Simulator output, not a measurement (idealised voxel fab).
process module | voxel tone inversion
cross-section cut | 140 nm wide | cells 5 nm
A cross-section is a grid of square cells, given in bands from the top down. A band is one or more rows of cells.
Each band's line starts with the height of the band's top and of its bottom, in nm. Then come its materials from left to right, each with its width in nm. One material with "throughout" fills the band from edge to edge. "air" is empty space.
Height 0 is the level under which the wafer as received is all one material. The lowest band goes on downwards, as in "0 down".
A width such as "30 to 40" changes by the same amount from each row of cells to the next, from the band's top row to its bottom row.
"no change" after a step means that no cell of the cross-section changed.
closed voids: empty space of 8 cells or more with no open way to the top, each as width x height at its distance from the left edge, in nm
after a step's settings: what the simulator itself notes on the step
overlay nm, on a step with a mask: how far to the right of its planned place the mask lay; to the left if negative
plan
1 op RECEIVE | material Si
2 op CONFORMAL_DEP | material SiCN | thk nm 10
3 op DIRECTIONAL_DEP | material aC | thk nm 20
4 op PATTERN | tone cover | mask id POSTS | material resist | width nm 15 | pitch nm 45 | thk nm 30 | overlay nm 0
5 op DIRECTIONAL_ETCH | etch materials aC | depth nm 20
6 op STRIP | etch materials resist
7 op FILL_DEP | material lowk | thk nm 5
8 op CMP | height nm 30
9 op STRIP | etch materials aC
as received, after step 1
  0 down: Si throughout
  closed voids: none
first wafer at the end, as planned
  30 to 10: lowk 40 | air 15 | lowk 30 | air 15 | lowk 40
  10 to 0: SiCN throughout
  0 down: Si throughout
  closed voids: none
second wafer at the end: like start, like plan, one mistake
  30 to 10: air 40 | lowk 15 | air 30 | lowk 15 | air 40
  10 to 0: SiCN throughout
  0 down: Si throughout
  closed voids: none
what went wrong: step 4 ran as: op PATTERN | tone open | mask id POSTS | material resist | width nm 15 | pitch nm 45 | thk nm 30 | overlay nm 0
at the end the second wafer has, in cells: 64 fewer of lowk
